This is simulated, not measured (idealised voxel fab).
process module | voxel capacitor over wiring
cross-section cut | 240 nm wide | cells 5 nm
A cross-section is a grid of square cells, given in bands from the top down. A band is one or more rows of cells.
Each band's line starts with the height of the band's top and of its bottom, in nm. Then come its materials from left to right, each with its width in nm. One material with "throughout" fills the band from edge to edge. "air" is empty space.
Height 0 is the level under which the wafer as received is all one material. The lowest band goes on downwards, as in "0 down".
A width such as "30 to 40" changes by the same amount from each row of cells to the next, from the band's top row to its bottom row.
"no change" after a step means that no cell of the cross-section changed.
closed voids: empty space of 8 cells or more with no open way to the top, each as width x height at its distance from the left edge, in nm
after a step's settings: what the simulator itself notes on the step
overlay nm, on a step with a mask: how far to the right of its planned place the mask lay; to the left if negative
plan
1 op RECEIVE | material Si
2 op CONFORMAL_DEP | material SiO2 | thk nm 15
3 op CONFORMAL_DEP | material SiN | thk nm 5
4 op DIRECTIONAL_DEP | material SiO2 | thk nm 15
5 op MASKED_ETCH | tone open | mask id METAL_1 | width nm 20 | pitch nm 70 | etch materials SiO2 | depth nm 15 | overlay nm 0
6 op MASKED_ETCH | tone open | mask id METAL_1 | width nm 20 | pitch nm 70 | etch materials SiN | depth nm 5 | overlay nm 0
7 op CONFORMAL_DEP | material TiN | thk nm 5
8 op FILL_DEP | material W | thk nm 5
9 op CMP | height nm 35
10 op CONFORMAL_DEP | material SiCN | thk nm 5
11 op DIRECTIONAL_DEP | material SiO2 | thk nm 10
12 op PATTERN | tone open | mask id PLUG_1 | material resist | width nm 15 | thk nm 20 | overlay nm 0
13 op DIRECTIONAL_ETCH | etch materials SiO2 | depth nm 10
14 op DIRECTIONAL_ETCH | etch materials SiCN | depth nm 5
15 op STRIP | etch materials resist
16 op CONFORMAL_DEP | material TiN | thk nm 5
17 op FILL_DEP | material Cu | thk nm 5
18 op CMP | height nm 50
19 op DIRECTIONAL_DEP | material TiN | thk nm 5
20 op DIRECTIONAL_DEP | material Al2O3 | thk nm 5
21 op DIRECTIONAL_DEP | material TiN | thk nm 5
22 op MASKED_ETCH | tone cover | mask id UPPER_PLATE | width nm 55 | etch materials TiN | depth nm 5 | overlay nm 0
23 op MASKED_ETCH | tone cover | mask id UPPER_PLATE | width nm 55 | etch materials Al2O3 | depth nm 5 | overlay nm 0
24 op DIRECTIONAL_DEP | material aC | thk nm 15
25 op PATTERN | tone cover | mask id LOWER_PLATE | material resist | width nm 65 | thk nm 35 | overlay nm 0
26 op DIRECTIONAL_ETCH | etch materials aC | depth nm 15
27 op STRIP | etch materials resist
28 op DIRECTIONAL_ETCH | etch materials TiN | depth nm 5
29 op STRIP | etch materials aC
30 op FILL_DEP | material SiO2 | thk nm 20
31 op CMP | height nm 80
32 op MASKED_ETCH | tone open | mask id PLUG_2 | width nm 15 | etch materials SiO2 | depth nm 15 | overlay nm 0
33 op CONFORMAL_DEP | material TiN | thk nm 5
34 op FILL_DEP | material Cu | thk nm 5
35 op CMP | height nm 80
36 op CONFORMAL_DEP | material SiN | thk nm 5
as received, after step 1
  0 down: Si throughout
  closed voids: none
first wafer at the end, as planned
  85 to 80: SiN throughout
  80 to 70: SiO2 90 | TiN 5 | Cu 5 | TiN 5 | SiO2 135
  70 to 60: SiO2 90 to 80 | TiN 15 to 55 | SiO2 135 to 105
  60 to 55: SiO2 80 | Al2O3 55 | SiO2 105
  55 to 50: SiO2 75 | TiN 65 | SiO2 100
  50 to 40: SiO2 80 | TiN 5 | Cu 5 | TiN 5 | SiO2 145
  40 to 35: SiCN 80 | TiN 15 | SiCN 145
  35 to 20: SiO2 75 | TiN 5 | W 10 | TiN 5 | SiO2 50 | TiN 5 | W 10 | TiN 5 | SiO2 75
  20 to 15: SiN 75 | TiN 20 | SiN 50 | TiN 20 | SiN 75
  15 to 0: SiO2 throughout
  0 down: Si throughout
  closed voids: none
second wafer at the end: like start, like plan, one mistake
  85 to 80: SiN throughout
  80 to 70: SiO2 90 | TiN 5 | Cu 5 | TiN 5 | SiO2 135
  70 to 60: SiO2 90 to 80 | TiN 15 to 55 | SiO2 135 to 105
  60 to 55: SiO2 75 | TiN 65 | SiO2 100
  55 to 50: Al2O3 throughout
  50 to 40: SiO2 80 | TiN 5 | Cu 5 | TiN 5 | SiO2 145
  40 to 35: SiCN 80 | TiN 15 | SiCN 145
  35 to 20: SiO2 75 | TiN 5 | W 10 | TiN 5 | SiO2 50 | TiN 5 | W 10 | TiN 5 | SiO2 75
  20 to 15: SiN 75 | TiN 20 | SiN 50 | TiN 20 | SiN 75
  15 to 0: SiO2 throughout
  0 down: Si throughout
  closed voids: none
what went wrong: steps 19 and 20 were swapped
at the end the second wafer has, in cells: 37 more of Al2O3 | 37 fewer of SiO2
